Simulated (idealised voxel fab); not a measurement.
process module | voxel self aligned contacts
cross-section cut | 170 nm wide | cells 5 nm
A cross-section is a grid of square cells, given in bands from the top down. A band is one or more rows of cells.
Each band's line starts with the height of the band's top and of its bottom, in nm. Then come its materials from left to right, each with its width in nm. One material with "throughout" fills the band from edge to edge. "air" is empty space.
Height 0 is the level under which the wafer as received is all one material. The lowest band goes on downwards, as in "0 down".
A width such as "30 to 40" changes by the same amount from each row of cells to the next, from the band's top row to its bottom row.
"no change" after a step means that no cell of the cross-section changed.
closed voids: empty space of 8 cells or more with no open way to the top, each as width x height at its distance from the left edge, in nm
after a step's settings: what the simulator itself notes on the step
overlay nm, on a step with a mask: how far to the right of its planned place the mask lay; to the left if negative
plan
1 op RECEIVE | material Si
2 op CONFORMAL_DEP | material SiO2 | thk nm 5
3 op DIRECTIONAL_DEP | material polySi | thk nm 25
4 op DIRECTIONAL_DEP | material SiN | thk nm 20
5 op PATTERN | tone cover | mask id GATE | material resist | width nm 25 | pitch nm 60 | thk nm 20 | overlay nm 0
6 op DIRECTIONAL_ETCH | etch materials SiN | depth nm 20
7 op DIRECTIONAL_ETCH | etch materials polySi | depth nm 25
8 op STRIP | etch materials resist
9 op CONFORMAL_DEP | material SiN | thk nm 5
10 op DIRECTIONAL_ETCH | etch materials SiN | depth nm 5
11 op FILL_DEP | material SiO2 | thk nm 15
12 op CMP | height nm 55
13 op DIRECTIONAL_DEP | material aC | thk nm 10
14 op PATTERN | tone open | mask id CONTACT | material resist | width nm 45 | thk nm 25 | overlay nm 0
15 op DIRECTIONAL_ETCH | etch materials aC | depth nm 10
16 op STRIP | etch materials resist
17 op DIRECTIONAL_ETCH | etch materials SiO2 | depth nm 55
18 op STRIP | etch materials aC
19 op CONFORMAL_DEP | material TiN | thk nm 5
20 op FILL_DEP | material Ru | thk nm 5
21 op CMP | height nm 55
22 op CONFORMAL_DEP | material SiCN | thk nm 5
as received, after step 1
  0 down: Si throughout
  closed voids: none
first wafer at the end, as planned
  60 to 55: SiCN throughout
  55 to 50: SiO2 60 | TiN 15 | Ru 15 | TiN 15 | SiO2 65
  50 to 30: SiO2 35 | SiN 35 | TiN 5 | Ru 15 | TiN 5 | SiN 35 | SiO2 40
  30 to 5: SiO2 35 | SiN 5 | polySi 25 | SiN 5 | TiN 5 | Ru 15 | TiN 5 | SiN 5 | polySi 25 | SiN 5 | SiO2 40
  5 to 0: SiO2 70 | TiN 25 | SiO2 75
  0 down: Si throughout
  closed voids: none
second wafer at the end: like start, like plan, one mistake
  60 to 55: SiCN throughout
  55 to 50: SiO2 60 | TiN 15 | Ru 15 | TiN 15 | SiO2 65
  50 to 30: SiO2 35 | SiN 35 | TiN 5 | Ru 15 | TiN 5 | SiN 35 | SiO2 40
  30 to 15: SiO2 35 | SiN 5 | polySi 25 | SiN 5 | TiN 5 | Ru 15 | TiN 5 | SiN 5 | polySi 25 | SiN 5 | SiO2 40
  15 to 10: SiO2 35 | SiN 5 | polySi 25 | SiN 5 | TiN 25 | SiN 5 | polySi 25 | SiN 5 | SiO2 40
  10 to 5: polySi throughout
  5 to 0: SiO2 throughout
  0 down: Si throughout
  closed voids: none
what went wrong: step 7 ran as: op DIRECTIONAL_ETCH | etch materials polySi | depth nm 20
at the end the second wafer has, in cells: 6 fewer of Ru | 4 fewer of SiN | 10 fewer of SiO2 | 4 fewer of TiN | 24 more of polySi
